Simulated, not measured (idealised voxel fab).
Proc. module: voxel capacitor over wiring
For reference, the cross-section in this document is cut, with width 240 nm and square cells of 5 nm.
The cross-sections in this document take the form of a grid made of square cells. They are written out as bands, in order from top to bottom. Each band consists of one or more rows of cells. A band entry consists of two parts. The first gives the height of the band's top and the height of its bottom, in nm. The rest lists the band's materials from left to right, each with its width in nm. A single material labelled with the word "full width" fills the band from edge to edge, and the word "empty" marks empty space. The level at which height equals 0 is the one under which the wafer, as it arrives, is entirely one material. No lower edge exists for the bottom band, which continues downward and is notated as in "0 and below". Graded width ("30->40"): value in top row of band = first number; value in bottom row = second number; row-to-row change constant. Given "nothing different" for a step, no cell of the cross-section differs between before and after that step. Under "Sealed cavities" you'll find the enclosed gaps, the ones with no way out to the top, that are 8 cells or bigger; each reads width x height at distance, with distance counted from the left edge, everything in nm. Formally, on a step line, whatever follows the settings is a remark that the simulator itself makes on the step. Regarding "overlay nm": on a step with a mask, it is the distance the mask lay to the right of its planned place; a negative value places it to the left. Before/after cross-section pairs, one process step each; after shown to lowest changed band; step and settings beneath. Pairs may be from different runs of this module on the same starting wafer; a pair continues from the one above only where its "Pre-step" entry says so.

[Pre-step]
- 0 and below: Si full width
- Sealed cavities: none

[Result of Step]
- 15 down to 0: SiO2 full width
- Everything under 0 stays put, no change at all.
- Sealed cavities: none
The cross-sections above show the structure before and after this step: CONFORMAL_DEP [material SiO2] [thk nm 15]

Pre-step: as shown after the step in the preceding pair, directly above.

[Result of Step]
- 20 down to 15: TiN full width
- Everything under 15 stays put, no change at all.
- Sealed cavities: none
The cross-sections above show the structure before and after this step: DIRECTIONAL_DEP [material TiN] [thk nm 5]

Pre-step: as shown after the step in the preceding pair, directly above.

[Result of Step]
- 45 down to 20: W full width
- Everything under 20 stays put, no change at all.
- Sealed cavities: none
The cross-sections above show the structure before and after this step: DIRECTIONAL_DEP [material W] [thk nm 25]

Pre-step: as shown after the step in the preceding pair, directly above.

[Result of Step]
- 45 down to 20: empty: 70  W: 20  empty: 60  W: 20  empty: 70
- Everything under 20 stays put, no change at all.
- Sealed cavities: none
The cross-sections above show the structure before and after this step: MASKED_ETCH [tone cover] [mask id METAL_1] [width nm 20] [pitch nm 80] [etch materials W] [depth nm 25] [overlay nm 0]

Pre-step: as shown after the step in the preceding pair, directly above.

[Result of Step]
- 45 down to 20: empty: 70  W: 20  empty: 60  W: 20  empty: 70
- 20 down to 15: empty: 70  TiN: 20  empty: 60  TiN: 20  empty: 70
- Everything under 15 stays put, no change at all.
- Sealed cavities: none
The cross-sections above show the structure before and after this step: MASKED_ETCH [tone cover] [mask id METAL_1] [width nm 20] [pitch nm 80] [etch materials TiN] [depth nm 5] [overlay nm 0]

Pre-step: as shown after the step in the preceding pair, directly above.

[Result of Step]
- 50 down to 45: empty: 65  SiN: 30  empty: 50  SiN: 30  empty: 65
- 45 down to 20: empty: 65  SiN: 5  W: 20  SiN: 5  empty: 50  SiN: 5  W: 20  SiN: 5  empty: 65
- 20 down to 15: SiN: 70  TiN: 20  SiN: 60  TiN: 20  SiN: 70
- Everything under 15 stays put, no change at all.
- Sealed cavities: none
The cross-sections above show the structure before and after this step: CONFORMAL_DEP [material SiN] [thk nm 5]

Pre-step: as shown after the step in the preceding pair, directly above.

[Result of Step]
- 60 down to 50: lowk full width
- 50 down to 45: lowk: 65  SiN: 30  lowk: 50  SiN: 30  lowk: 65
- 45 down to 20: lowk: 65  SiN: 5  W: 20  SiN: 5  lowk: 50  SiN: 5  W: 20  SiN: 5  lowk: 65
- Everything under 20 stays put, no change at all.
- Sealed cavities: none
The cross-sections above show the structure before and after this step: FILL_DEP [material lowk] [thk nm 10]

Pre-step: as shown after the step in the preceding pair, directly above.

[Result of Step]
- 45 down to 20: lowk: 65  SiN: 5  W: 20  SiN: 5  lowk: 50  SiN: 5  W: 20  SiN: 5  lowk: 65
- Everything under 20 stays put, no change at all.
- Sealed cavities: none
The cross-sections above show the structure before and after this step: CMP [height nm 45]

Pre-step: as shown after the step in the preceding pair, directly above.

[Result of Step]
- 50 down to 45: SiCN full width
- Everything under 45 stays put, no change at all.
- Sealed cavities: none
The cross-sections above show the structure before and after this step: CONFORMAL_DEP [material SiCN] [thk nm 5]

Pre-step: as shown after the step in the preceding pair, directly above.

[Result of Step]
- 60 down to 50: SiO2 full width
- Everything under 50 stays put, no change at all.
- Sealed cavities: none
The cross-sections above show the structure before and after this step: DIRECTIONAL_DEP [material SiO2] [thk nm 10]

Pre-step: as shown after the step in the preceding pair, directly above.

[Result of Step]
- 60 down to 50: SiO2: 75  empty: 15  SiO2: 150
- Everything under 50 stays put, no change at all.
- Sealed cavities: none
The cross-sections above show the structure before and after this step: MASKED_ETCH [tone open] [mask id PLUG_1] [width nm 15] [etch materials SiO2] [depth nm 10] [overlay nm 0]

Pre-step: as shown after the step in the preceding pair, directly above.

[Result of Step]
- 60 down to 50: SiO2: 75  empty: 15  SiO2: 150
- 50 down to 45: SiCN: 75  empty: 15  SiCN: 150
- Everything under 45 stays put, no change at all.
- Sealed cavities: none
The cross-sections above show the structure before and after this step: MASKED_ETCH [tone open] [mask id PLUG_1] [width nm 15] [etch materials SiCN] [depth nm 5] [overlay nm 0]

Pre-step: as shown after the step in the preceding pair, directly above.

[Result of Step]
- 60 down to 55: SiO2: 75  empty: 15  SiO2: 150
- 55 down to 50: SiO2: 75  Ru: 15  SiO2: 150
- 50 down to 45: SiCN: 75  Ru: 15  SiCN: 150
- Everything under 45 stays put, no change at all.
- Sealed cavities: none
The cross-sections above show the structure before and after this step: EPI [material Ru] [thk nm 10]

Pre-step: as shown after the step in the preceding pair, directly above.

[Result of Step]
- 60 down to 50: SiO2: 75  Ru: 15  SiO2: 150
- Everything under 50 stays put, no change at all.
- Sealed cavities: none
The cross-sections above show the structure before and after this step: EPI [material Ru] [thk nm 5]

Pre-step: as shown after the step in the preceding pair, directly above.

[Result of Step]
- 65 down to 60: TiN full width
- Everything under 60 stays put, no change at all.
- Sealed cavities: none
The cross-sections above show the structure before and after this step: DIRECTIONAL_DEP [material TiN] [thk nm 5]

Pre-step: as shown after the step in the preceding pair, directly above.

[Result of Step]
- 70 down to 65: Al2O3 full width
- Everything under 65 stays put, no change at all.
- Sealed cavities: none
The cross-sections above show the structure before and after this step: DIRECTIONAL_DEP [material Al2O3] [thk nm 5]

Pre-step: as shown after the step in the preceding pair, directly above.

[Result of Step]
- 80 down to 70: TiN full width
- Everything under 70 stays put, no change at all.
- Sealed cavities: none
The cross-sections above show the structure before and after this step: DIRECTIONAL_DEP [material TiN] [thk nm 10]

Pre-step: as shown after the step in the preceding pair, directly above.

[Result of Step]
- 100 down to 80: empty: 75  resist: 65  empty: 100
- Everything under 80 stays put, no change at all.
- Sealed cavities: none
The cross-sections above show the structure before and after this step: PATTERN [tone cover] [mask id UPPER_PLATE] [material resist] [width nm 65] [thk nm 20] [overlay nm 0]

Pre-step: as shown after the step in the preceding pair, directly above.

[Result of Step]
- 100 down to 80: empty: 75  resist: 65  empty: 100
- 80 down to 70: empty: 75  TiN: 65  empty: 100
- Everything under 70 stays put, no change at all.
- Sealed cavities: none
The cross-sections above show the structure before and after this step: DIRECTIONAL_ETCH [etch materials TiN] [depth nm 10]

Pre-step: as shown after the step in the preceding pair, directly above.

[Result of Step]
- 100 down to 80: empty: 75  resist: 65  empty: 100
- 80 down to 70: empty: 75  TiN: 65  empty: 100
- 70 down to 65: empty: 75  Al2O3: 65  empty: 100
- Everything under 65 stays put, no change at all.
- Sealed cavities: none
The cross-sections above show the structure before and after this step: DIRECTIONAL_ETCH [etch materials Al2O3] [depth nm 5]

Pre-step: as shown after the step in the preceding pair, directly above.

[Result of Step]
- 80 down to 70: empty: 75  TiN: 65  empty: 100
- Everything under 70 stays put, no change at all.
- Sealed cavities: none
The cross-sections above show the structure before and after this step: STRIP [etch materials resist]

Pre-step: as shown after the step in the preceding pair, directly above.

[Result of Step]
- 95 down to 80: empty: 70  resist: 75  empty: 95
- 80 down to 70: empty: 70  resist: 5  TiN: 65  resist: 5  empty: 95
- 70 down to 65: empty: 70  resist: 5  Al2O3: 65  resist: 5  empty: 95
- Everything under 65 stays put, no change at all.
- Sealed cavities: none
The cross-sections above show the structure before and after this step: PATTERN [tone cover] [mask id LOWER_PLATE] [material resist] [width nm 75] [thk nm 15] [overlay nm 0]

Pre-step: as shown after the step in the preceding pair, directly above.

[Result of Step]
- 95 down to 80: empty: 70  resist: 75  empty: 95
- 80 down to 70: empty: 70  resist: 5  TiN: 65  resist: 5  empty: 95
- 70 down to 65: empty: 70  resist: 5  Al2O3: 65  resist: 5  empty: 95
- 65 down to 60: empty: 70  TiN: 75  empty: 95
- Everything under 60 stays put, no change at all.
- Sealed cavities: none
The cross-sections above show the structure before and after this step: DIRECTIONAL_ETCH [etch materials TiN] [depth nm 5]

Pre-step: as shown after the step in the preceding pair, directly above.

[Result of Step]
- 80 down to 70: empty: 75  TiN: 65  empty: 100
- 70 down to 65: empty: 75  Al2O3: 65  empty: 100
- Everything under 65 stays put, no change at all.
- Sealed cavities: none
The cross-sections above show the structure before and after this step: STRIP [etch materials resist]

Pre-step: as shown after the step in the preceding pair, directly above.

[Result of Step]
- 95 down to 80: SiO2 full width
- 80 down to 70: SiO2: 75  TiN: 65  SiO2: 100
- 70 down to 65: SiO2: 75  Al2O3: 65  SiO2: 100
- 65 down to 60: SiO2: 70  TiN: 75  SiO2: 95
- Everything under 60 stays put, no change at all.
- Sealed cavities: none
The cross-sections above show the structure before and after this step: FILL_DEP [material SiO2] [thk nm 15]

Pre-step: as shown after the step in the preceding pair, directly above.

[Result of Step]
- 90 down to 80: SiO2 full width
- Everything under 80 stays put, no change at all.
- Sealed cavities: none
The cross-sections above show the structure before and after this step: CMP [height nm 90]

Pre-step: as shown after the step in the preceding pair, directly above.

[Result of Step]
- 110 down to 90: resist: 85  empty: 15  resist: 140
- Everything under 90 stays put, no change at all.
- Sealed cavities: none
The cross-sections above show the structure before and after this step: PATTERN [tone open] [mask id PLUG_2] [material resist] [width nm 15] [thk nm 20] [overlay nm 0]

Pre-step: as shown after the step in the preceding pair, directly above.

[Result of Step]
- 110 down to 90: resist: 85  empty: 15  resist: 140
- 90 down to 80: SiO2: 85  empty: 15  SiO2: 140
- Everything under 80 stays put, no change at all.
- Sealed cavities: none
The cross-sections above show the structure before and after this step: DIRECTIONAL_ETCH [etch materials SiO2] [depth nm 10]

Pre-step: as shown after the step in the preceding pair, directly above.

[Result of Step]
- 90 down to 80: SiO2: 85  empty: 15  SiO2: 140
- Everything under 80 stays put, no change at all.
- Sealed cavities: none
The cross-sections above show the structure before and after this step: STRIP [etch materials resist]

Pre-step: as shown after the step in the preceding pair, directly above.

[Result of Step]
- 95 down to 90: TiN: 90  empty: 5  TiN: 145
- 90 down to 85: SiO2: 85  TiN: 5  empty: 5  TiN: 5  SiO2: 140
- 85 down to 80: SiO2: 85  TiN: 15  SiO2: 140
- Everything under 80 stays put, no change at all.
- Sealed cavities: none
The cross-sections above show the structure before and after this step: CONFORMAL_DEP [material TiN] [thk nm 5]

Pre-step: as shown after the step in the preceding pair, directly above.

[Result of Step]
- 105 down to 95: Cu full width
- 95 down to 90: TiN: 90  Cu: 5  TiN: 145
- 90 down to 85: SiO2: 85  TiN: 5  Cu: 5  TiN: 5  SiO2: 140
- Everything under 85 stays put, no change at all.
- Sealed cavities: none
The cross-sections above show the structure before and after this step: FILL_DEP [material Cu] [thk nm 10]

Pre-step: as shown after the step in the preceding pair, directly above.

[Result of Step]
- 90 down to 85: SiO2: 85  TiN: 5  Cu: 5  TiN: 5  SiO2: 140
- Everything under 85 stays put, no change at all.
- Sealed cavities: none
The cross-sections above show the structure before and after this step: CMP [height nm 90]

Pre-step: as shown after the step in the preceding pair, directly above.

[Result of Step]
- 95 down to 90: SiN full width
- Everything under 90 stays put, no change at all.
- Sealed cavities: none
The cross-sections above show the structure before and after this step: CONFORMAL_DEP [material SiN] [thk nm 5]

[Pre-step]
- 60 down to 50: SiO2: 75  Ru: 15  SiO2: 150
- 50 down to 45: SiCN: 75  Ru: 15  SiCN: 150
- 45 down to 20: lowk: 65  SiN: 5  W: 20  SiN: 5  lowk: 50  SiN: 5  W: 20  SiN: 5  lowk: 65
- 20 down to 15: SiN: 70  TiN: 20  SiN: 60  TiN: 20  SiN: 70
- 15 down to 0: SiO2 full width
- 0 and below: Si full width
- Sealed cavities: none

[Result of Step]
- 65 down to 60: Al2O3 full width
- Everything under 60 stays put, no change at all.
- Sealed cavities: none
The cross-sections above show the structure before and after this step: DIRECTIONAL_DEP [material Al2O3] [thk nm 5]

Pre-step: as shown after the step in the preceding pair, directly above.

[Result of Step]
- 75 down to 65: TiN full width
- Everything under 65 stays put, no change at all.
- Sealed cavities: none
The cross-sections above show the structure before and after this step: DIRECTIONAL_DEP [material TiN] [thk nm 10]

Pre-step: as shown after the step in the preceding pair, directly above.

[Result of Step]
- 95 down to 75: empty: 75  resist: 65  empty: 100
- Everything under 75 stays put, no change at all.
- Sealed cavities: none
The cross-sections above show the structure before and after this step: PATTERN [tone cover] [mask id UPPER_PLATE] [material resist] [width nm 65] [thk nm 20] [overlay nm 0]

Pre-step: as shown after the step in the preceding pair, directly above.

[Result of Step]
- 95 down to 75: empty: 75  resist: 65  empty: 100
- 75 down to 65: empty: 75  TiN: 65  empty: 100
- Everything under 65 stays put, no change at all.
- Sealed cavities: none
The cross-sections above show the structure before and after this step: DIRECTIONAL_ETCH [etch materials TiN] [depth nm 10]

Pre-step: as shown after the step in the preceding pair, directly above.

[Result of Step]
- 95 down to 75: empty: 75  resist: 65  empty: 100
- 75 down to 65: empty: 75  TiN: 65  empty: 100
- 65 down to 60: empty: 75  Al2O3: 65  empty: 100
- Everything under 60 stays put, no change at all.
- Sealed cavities: none
The cross-sections above show the structure before and after this step: DIRECTIONAL_ETCH [etch materials Al2O3] [depth nm 5]

Pre-step: as shown after the step in the preceding pair, directly above.

[Result of Step]
- 75 down to 65: empty: 75  TiN: 65  empty: 100
- Everything under 65 stays put, no change at all.
- Sealed cavities: none
The cross-sections above show the structure before and after this step: STRIP [etch materials resist]

Pre-step: as shown after the step in the preceding pair, directly above.

[Result of Step]
- 90 down to 75: empty: 70  resist: 75  empty: 95
- 75 down to 65: empty: 70  resist: 5  TiN: 65  resist: 5  empty: 95
- 65 down to 60: empty: 70  resist: 5  Al2O3: 65  resist: 5  empty: 95
- Everything under 60 stays put, no change at all.
- Sealed cavities: none
The cross-sections above show the structure before and after this step: PATTERN [tone cover] [mask id LOWER_PLATE] [material resist] [width nm 75] [thk nm 15] [overlay nm 0]

Pre-step: as shown after the step in the preceding pair, directly above.

[Result of Step]
- 75 down to 65: empty: 75  TiN: 65  empty: 100
- 65 down to 60: empty: 75  Al2O3: 65  empty: 100
- Everything under 60 stays put, no change at all.
- Sealed cavities: none
The cross-sections above show the structure before and after this step: STRIP [etch materials resist]

Pre-step: as shown after the step in the preceding pair, directly above.

[Result of Step]
- 90 down to 75: SiO2 full width
- 75 down to 65: SiO2: 75  TiN: 65  SiO2: 100
- 65 down to 60: SiO2: 75  Al2O3: 65  SiO2: 100
- Everything under 60 stays put, no change at all.
- Sealed cavities: none
The cross-sections above show the structure before and after this step: FILL_DEP [material SiO2] [thk nm 15]

Pre-step: as shown after the step in the preceding pair, directly above.

[Result of Step]
- 110 down to 90: resist: 85  empty: 15  resist: 140
- Everything under 90 stays put, no change at all.
- Sealed cavities: none
The cross-sections above show the structure before and after this step: PATTERN [tone open] [mask id PLUG_2] [material resist] [width nm 15] [thk nm 20] [overlay nm 0]

Pre-step: as shown after the step in the preceding pair, directly above.

[Result of Step]
- 110 down to 90: resist: 85  empty: 15  resist: 140
- 90 down to 80: SiO2: 85  empty: 15  SiO2: 140
- Everything under 80 stays put, no change at all.
- Sealed cavities: none
The cross-sections above show the structure before and after this step: DIRECTIONAL_ETCH [etch materials SiO2] [depth nm 10]

Pre-step: as shown after the step in the preceding pair, directly above.

[Result of Step]
- 90 down to 80: SiO2: 85  empty: 15  SiO2: 140
- Everything under 80 stays put, no change at all.
- Sealed cavities: none
The cross-sections above show the structure before and after this step: STRIP [etch materials resist]

Pre-step: as shown after the step in the preceding pair, directly above.

[Result of Step]
- 95 down to 90: TiN: 90  empty: 5  TiN: 145
- 90 down to 85: SiO2: 85  TiN: 5  empty: 5  TiN: 5  SiO2: 140
- 85 down to 80: SiO2: 85  TiN: 15  SiO2: 140
- Everything under 80 stays put, no change at all.
- Sealed cavities: none
The cross-sections above show the structure before and after this step: CONFORMAL_DEP [material TiN] [thk nm 5]

Pre-step: as shown after the step in the preceding pair, directly above.

[Result of Step]
- 105 down to 95: Cu full width
- 95 down to 90: TiN: 90  Cu: 5  TiN: 145
- 90 down to 85: SiO2: 85  TiN: 5  Cu: 5  TiN: 5  SiO2: 140
- Everything under 85 stays put, no change at all.
- Sealed cavities: none
The cross-sections above show the structure before and after this step: FILL_DEP [material Cu] [thk nm 10]

Pre-step: as shown after the step in the preceding pair, directly above.

[Result of Step]
- 90 down to 85: SiO2: 85  TiN: 5  Cu: 5  TiN: 5  SiO2: 140
- Everything under 85 stays put, no change at all.
- Sealed cavities: none
The cross-sections above show the structure before and after this step: CMP [height nm 90]

Pre-step: as shown after the step in the preceding pair, directly above.

[Result of Step]
- 95 down to 90: SiN full width
- Everything under 90 stays put, no change at all.
- Sealed cavities: none
The cross-sections above show the structure before and after this step: CONFORMAL_DEP [material SiN] [thk nm 5]

[Pre-step]
- 60 down to 55: SiO2: 75  empty: 15  SiO2: 150
- 55 down to 50: SiO2: 75  Ru: 15  SiO2: 150
- 50 down to 45: SiCN: 75  Ru: 15  SiCN: 150
- 45 down to 20: lowk: 65  SiN: 5  W: 20  SiN: 5  lowk: 50  SiN: 5  W: 20  SiN: 5  lowk: 65
- 20 down to 15: SiN: 70  TiN: 20  SiN: 60  TiN: 20  SiN: 70
- 15 down to 0: SiO2 full width
- 0 and below: Si full width
- Sealed cavities: none

[Result of Step]
- 65 down to 60: empty: 70  Ru: 25  empty: 145
- 60 down to 50: SiO2: 75  Ru: 15  SiO2: 150
- Everything under 50 stays put, no change at all.
- Sealed cavities: none
The cross-sections above show the structure before and after this step: EPI [material Ru] [thk nm 10]

Pre-step: as shown after the step in the preceding pair, directly above.

[Result of Step]
- 70 down to 60: empty: 65  Ru: 35  empty: 140
- Everything under 60 stays put, no change at all.
- Sealed cavities: none
The cross-sections above show the structure before and after this step: EPI [material Ru] [thk nm 5]

Pre-step: as shown after the step in the preceding pair, directly above.

[Result of Step]
- 75 down to 70: empty: 65  TiN: 35  empty: 140
- 70 down to 65: empty: 65  Ru: 35  empty: 140
- 65 down to 60: TiN: 65  Ru: 35  TiN: 140
- Everything under 60 stays put, no change at all.
- Sealed cavities: none
The cross-sections above show the structure before and after this step: DIRECTIONAL_DEP [material TiN] [thk nm 5]

Pre-step: as shown after the step in the preceding pair, directly above.

[Result of Step]
- 80 down to 75: empty: 65  Al2O3: 35  empty: 140
- 75 down to 70: empty: 65  TiN: 35  empty: 140
- 70 down to 65: Al2O3: 65  Ru: 35  Al2O3: 140
- Everything under 65 stays put, no change at all.
- Sealed cavities: none
The cross-sections above show the structure before and after this step: DIRECTIONAL_DEP [material Al2O3] [thk nm 5]

Pre-step: as shown after the step in the preceding pair, directly above.

[Result of Step]
- 90 down to 80: empty: 65  TiN: 35  empty: 140
- 80 down to 75: TiN: 65  Al2O3: 35  TiN: 140
- 75 down to 70: TiN full width
- Everything under 70 stays put, no change at all.
- Sealed cavities: none
The cross-sections above show the structure before and after this step: DIRECTIONAL_DEP [material TiN] [thk nm 10]

Pre-step: as shown after the step in the preceding pair, directly above.

[Result of Step]
- 110 down to 90: empty: 75  resist: 65  empty: 100
- 90 down to 80: empty: 65  TiN: 35  resist: 40  empty: 100
- Everything under 80 stays put, no change at all.
- Sealed cavities: none
The cross-sections above show the structure before and after this step: PATTERN [tone cover] [mask id UPPER_PLATE] [material resist] [width nm 65] [thk nm 20] [overlay nm 0]

Pre-step: as shown after the step in the preceding pair, directly above.

[Result of Step]
- 110 down to 90: empty: 75  resist: 65  empty: 100
- 90 down to 80: empty: 75  TiN: 25  resist: 40  empty: 100
- 80 down to 75: empty: 65  Al2O3: 35  TiN: 40  empty: 100
- 75 down to 70: empty: 65  TiN: 75  empty: 100
- Everything under 70 stays put, no change at all.
- Sealed cavities: none
The cross-sections above show the structure before and after this step: DIRECTIONAL_ETCH [etch materials TiN] [depth nm 10]

Pre-step: as shown after the step in the preceding pair, directly above.

[Result of Step]
- 110 down to 90: empty: 75  resist: 65  empty: 100
- 90 down to 80: empty: 75  TiN: 25  resist: 40  empty: 100
- 80 down to 75: empty: 75  Al2O3: 25  TiN: 40  empty: 100
- 75 down to 70: empty: 65  TiN: 75  empty: 100
- 70 down to 65: empty: 65  Ru: 35  Al2O3: 40  empty: 100
- Everything under 65 stays put, no change at all.
- Sealed cavities: none
The cross-sections above show the structure before and after this step: DIRECTIONAL_ETCH [etch materials Al2O3] [depth nm 5]

Pre-step: as shown after the step in the preceding pair, directly above.

[Result of Step]
- 90 down to 80: empty: 75  TiN: 25  empty: 140
- Everything under 80 stays put, no change at all.
- Sealed cavities: none
The cross-sections above show the structure before and after this step: STRIP [etch materials resist]

Pre-step: as shown after the step in the preceding pair, directly above.

[Result of Step]
- 105 down to 90: empty: 70  resist: 75  empty: 95
- 90 down to 80: empty: 70  resist: 5  TiN: 25  resist: 45  empty: 95
- 80 down to 75: empty: 70  resist: 5  Al2O3: 25  TiN: 40  resist: 5  empty: 95
- 75 down to 70: empty: 65  TiN: 75  resist: 5  empty: 95
- 70 down to 65: empty: 65  Ru: 35  Al2O3: 40  resist: 5  empty: 95
- Everything under 65 stays put, no change at all.
- Sealed cavities: none
The cross-sections above show the structure before and after this step: PATTERN [tone cover] [mask id LOWER_PLATE] [material resist] [width nm 75] [thk nm 15] [overlay nm 0]

Pre-step: as shown after the step in the preceding pair, directly above.

[Result of Step]
- 105 down to 90: empty: 70  resist: 75  empty: 95
- 90 down to 80: empty: 70  resist: 5  TiN: 25  resist: 45  empty: 95
- 80 down to 75: empty: 70  resist: 5  Al2O3: 25  TiN: 40  resist: 5  empty: 95
- 75 down to 70: empty: 70  TiN: 70  resist: 5  empty: 95
- 70 down to 65: empty: 65  Ru: 35  Al2O3: 40  resist: 5  empty: 95
- 65 down to 60: empty: 65  Ru: 35  TiN: 45  empty: 95
- Everything under 60 stays put, no change at all.
- Sealed cavities: none
The cross-sections above show the structure before and after this step: DIRECTIONAL_ETCH [etch materials TiN] [depth nm 5]

Pre-step: as shown after the step in the preceding pair, directly above.

[Result of Step]
- 90 down to 80: empty: 75  TiN: 25  empty: 140
- 80 down to 75: empty: 75  Al2O3: 25  TiN: 40  empty: 100
- 75 down to 70: empty: 70  TiN: 70  empty: 100
- 70 down to 65: empty: 65  Ru: 35  Al2O3: 40  empty: 100
- Everything under 65 stays put, no change at all.
- Sealed cavities: none
The cross-sections above show the structure before and after this step: STRIP [etch materials resist]

Pre-step: as shown after the step in the preceding pair, directly above.

[Result of Step]
- 105 down to 90: SiO2 full width
- 90 down to 80: SiO2: 75  TiN: 25  SiO2: 140
- 80 down to 75: SiO2: 75  Al2O3: 25  TiN: 40  SiO2: 100
- 75 down to 70: SiO2: 70  TiN: 70  SiO2: 100
- 70 down to 65: SiO2: 65  Ru: 35  Al2O3: 40  SiO2: 100
- 65 down to 60: SiO2: 65  Ru: 35  TiN: 45  SiO2: 95
- Everything under 60 stays put, no change at all.
- Sealed cavities: none
The cross-sections above show the structure before and after this step: FILL_DEP [material SiO2] [thk nm 15]

Pre-step: as shown after the step in the preceding pair, directly above.

[Result of Step]
- 90 down to 80: SiO2: 75  TiN: 25  SiO2: 140
- Everything under 80 stays put, no change at all.
- Sealed cavities: none
The cross-sections above show the structure before and after this step: CMP [height nm 90]

Pre-step: as shown after the step in the preceding pair, directly above.

[Result of Step]
- 110 down to 90: resist: 85  empty: 15  resist: 140
- Everything under 90 stays put, no change at all.
- Sealed cavities: none
The cross-sections above show the structure before and after this step: PATTERN [tone open] [mask id PLUG_2] [material resist] [width nm 15] [thk nm 20] [overlay nm 0]

Pre-step: as shown after the step in the preceding pair, directly above.

[Result of Step]
- 90 down to 80: SiO2: 75  TiN: 25  SiO2: 140
- Everything under 80 stays put, no change at all.
- Sealed cavities: none
The cross-sections above show the structure before and after this step: STRIP [etch materials resist]

Pre-step: as shown after the step in the preceding pair, directly above.

[Result of Step]
- 95 down to 90: TiN full width
- Everything under 90 stays put, no change at all.
- Sealed cavities: none
The cross-sections above show the structure before and after this step: CONFORMAL_DEP [material TiN] [thk nm 5]

Pre-step: as shown after the step in the preceding pair, directly above.

[Result of Step]
- 105 down to 95: Cu full width
- Everything under 95 stays put, no change at all.
- Sealed cavities: none
The cross-sections above show the structure before and after this step: FILL_DEP [material Cu] [thk nm 10]

Pre-step: as shown after the step in the preceding pair, directly above.

[Result of Step]
- 90 down to 80: SiO2: 75  TiN: 25  SiO2: 140
- Everything under 80 stays put, no change at all.
- Sealed cavities: none
The cross-sections above show the structure before and after this step: CMP [height nm 90]

Pre-step: as shown after the step in the preceding pair, directly above.

[Result of Step]
- 95 down to 90: SiN full width
- Everything under 90 stays put, no change at all.
- Sealed cavities: none
The cross-sections above show the structure before and after this step: CONFORMAL_DEP [material SiN] [thk nm 5]

[Pre-step]
- 65 down to 60: Al2O3 full width
- 60 down to 50: SiO2: 75  Ru: 15  SiO2: 150
- 50 down to 45: SiCN: 75  Ru: 15  SiCN: 150
- 45 down to 20: lowk: 65  SiN: 5  W: 20  SiN: 5  lowk: 50  SiN: 5  W: 20  SiN: 5  lowk: 65
- 20 down to 15: SiN: 70  TiN: 20  SiN: 60  TiN: 20  SiN: 70
- 15 down to 0: SiO2 full width
- 0 and below: Si full width
- Sealed cavities: none

[Result of Step]
- 70 down to 65: TiN full width
- Everything under 65 stays put, no change at all.
- Sealed cavities: none
The cross-sections above show the structure before and after this step: DIRECTIONAL_DEP [material TiN] [thk nm 5]

Pre-step: as shown after the step in the preceding pair, directly above.

[Result of Step]
- 80 down to 65: TiN full width
- Everything under 65 stays put, no change at all.
- Sealed cavities: none
The cross-sections above show the structure before and after this step: DIRECTIONAL_DEP [material TiN] [thk nm 10]

Pre-step: as shown after the step in the preceding pair, directly above.

[Result of Step]
- 100 down to 80: empty: 75  resist: 65  empty: 100
- Everything under 80 stays put, no change at all.
- Sealed cavities: none
The cross-sections above show the structure before and after this step: PATTERN [tone cover] [mask id UPPER_PLATE] [material resist] [width nm 65] [thk nm 20] [overlay nm 0]

Pre-step: as shown after the step in the preceding pair, directly above.

[Result of Step]
- 100 down to 80: empty: 75  resist: 65  empty: 100
- 80 down to 70: empty: 75  TiN: 65  empty: 100
- Everything under 70 stays put, no change at all.
- Sealed cavities: none
The cross-sections above show the structure before and after this step: DIRECTIONAL_ETCH [etch materials TiN] [depth nm 10]

Pre-step: as shown after the step in the preceding pair, directly above.

[Result of Step]
- 80 down to 70: empty: 75  TiN: 65  empty: 100
- Everything under 70 stays put, no change at all.
- Sealed cavities: none
The cross-sections above show the structure before and after this step: STRIP [etch materials resist]

Pre-step: as shown after the step in the preceding pair, directly above.

[Result of Step]
- 95 down to 80: empty: 70  resist: 75  empty: 95
- 80 down to 70: empty: 70  resist: 5  TiN: 65  resist: 5  empty: 95
- Everything under 70 stays put, no change at all.
- Sealed cavities: none
The cross-sections above show the structure before and after this step: PATTERN [tone cover] [mask id LOWER_PLATE] [material resist] [width nm 75] [thk nm 15] [overlay nm 0]

Pre-step: as shown after the step in the preceding pair, directly above.

[Result of Step]
- 95 down to 80: empty: 70  resist: 75  empty: 95
- 80 down to 70: empty: 70  resist: 5  TiN: 65  resist: 5  empty: 95
- 70 down to 65: empty: 70  TiN: 75  empty: 95
- Everything under 65 stays put, no change at all.
- Sealed cavities: none
The cross-sections above show the structure before and after this step: DIRECTIONAL_ETCH [etch materials TiN] [depth nm 5]

Pre-step: as shown after the step in the preceding pair, directly above.

[Result of Step]
- 80 down to 70: empty: 75  TiN: 65  empty: 100
- Everything under 70 stays put, no change at all.
- Sealed cavities: none
The cross-sections above show the structure before and after this step: STRIP [etch materials resist]

Pre-step: as shown after the step in the preceding pair, directly above.

[Result of Step]
- 95 down to 80: SiO2 full width
- 80 down to 70: SiO2: 75  TiN: 65  SiO2: 100
- 70 down to 65: SiO2: 70  TiN: 75  SiO2: 95
- Everything under 65 stays put, no change at all.
- Sealed cavities: none
The cross-sections above show the structure before and after this step: FILL_DEP [material SiO2] [thk nm 15]

Pre-step: as shown after the step in the preceding pair, directly above.

[Result of Step]
- 90 down to 80: SiO2 full width
- Everything under 80 stays put, no change at all.
- Sealed cavities: none
The cross-sections above show the structure before and after this step: CMP [height nm 90]

Pre-step: as shown after the step in the preceding pair, directly above.

[Result of Step]
- 110 down to 90: resist: 85  empty: 15  resist: 140
- Everything under 90 stays put, no change at all.
- Sealed cavities: none
The cross-sections above show the structure before and after this step: PATTERN [tone open] [mask id PLUG_2] [material resist] [width nm 15] [thk nm 20] [overlay nm 0]

Pre-step: as shown after the step in the preceding pair, directly above.

[Result of Step]
- 110 down to 90: resist: 85  empty: 15  resist: 140
- 90 down to 80: SiO2: 85  empty: 15  SiO2: 140
- Everything under 80 stays put, no change at all.
- Sealed cavities: none
The cross-sections above show the structure before and after this step: DIRECTIONAL_ETCH [etch materials SiO2] [depth nm 10]

Pre-step: as shown after the step in the preceding pair, directly above.

[Result of Step]
- 90 down to 80: SiO2: 85  empty: 15  SiO2: 140
- Everything under 80 stays put, no change at all.
- Sealed cavities: none
The cross-sections above show the structure before and after this step: STRIP [etch materials resist]

Pre-step: as shown after the step in the preceding pair, directly above.

[Result of Step]
- 95 down to 90: TiN: 90  empty: 5  TiN: 145
- 90 down to 85: SiO2: 85  TiN: 5  empty: 5  TiN: 5  SiO2: 140
- 85 down to 80: SiO2: 85  TiN: 15  SiO2: 140
- Everything under 80 stays put, no change at all.
- Sealed cavities: none
The cross-sections above show the structure before and after this step: CONFORMAL_DEP [material TiN] [thk nm 5]
